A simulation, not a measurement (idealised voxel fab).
Documented hereafter: the process module known as voxel double patterning.
Each square cell in cross-section cut measures 5 nm, and the section as a whole is 240 nm wide.
A cross-section is written here as square cells arranged in a grid, and it is given in bands from the top down, each band taking up one or more rows of cells.
Heads up on the band format: heights come first, top then bottom, in nm. After that it's the materials left to right, each with its width in nm. A single material flagged "all across" fills the whole band edge to edge, and "empty" means there's empty space there.
We count height from 0. Below that, the starting wafer is all one material. The lowest band never ends at the bottom but goes on down; see "from 0 down" for how that is written.
A width such as "30->40" changes by the same amount from each row of cells to the next, from the band's top row to its bottom row.
What does "changes: none" mean for a step? It means no cell of the cross-section changed in that step.
"Voids, enclosed" specifies each empty space that is not open to the top and that occupies no fewer than 8 cells, using the form width x height at distance, the distance measured from the left edge and all three quantities in nm.
Post-settings text on a step line: simulator's own remark regarding the step.
For masked steps, "overlay nm" on the step line gives how far right of plan the mask actually lay; a minus sign means it lay to the left.

Steps in the process plan:
- 1: RECEIVE with material Si
- 2: CONFORMAL_DEP with material SiO2, thk nm 10
- 3: DIRECTIONAL_DEP with material polySi, thk nm 15
- 4: DIRECTIONAL_DEP with material SiN, thk nm 10
- 5: MASKED_ETCH with tone open, mask id FIRST, width nm 15, pitch nm 50, etch materials SiN, depth nm 10, overlay nm 0
- 6: MASKED_ETCH with tone open, mask id SECOND, width nm 15, pitch nm 50, etch materials SiN, depth nm 10, overlay nm 0
- 7: DIRECTIONAL_ETCH with etch materials polySi, depth nm 15
- 8: STRIP with etch materials SiN

Shown in cross-section is the wafer as received, that is, as it stands after step 1:
* from 0 down: Si all across
* Voids, enclosed: none

Figure: cross-sectional view of the wafer upon completion of the module, processed from the initial state and according to the plan depicted above, with one error introduced during execution:
* from 40 to 25: 60 polySi | 15 empty | 10 polySi | 15 empty | 10 polySi | 15 empty | 10 polySi | 15 empty | 10 polySi | 15 empty | 65 polySi
* from 25 to 10: polySi all across
* from 10 to 0: SiO2 all across
* from 0 down: Si all across
* Voids, enclosed: none
Want to know what went wrong? plan step 3 was twice executed
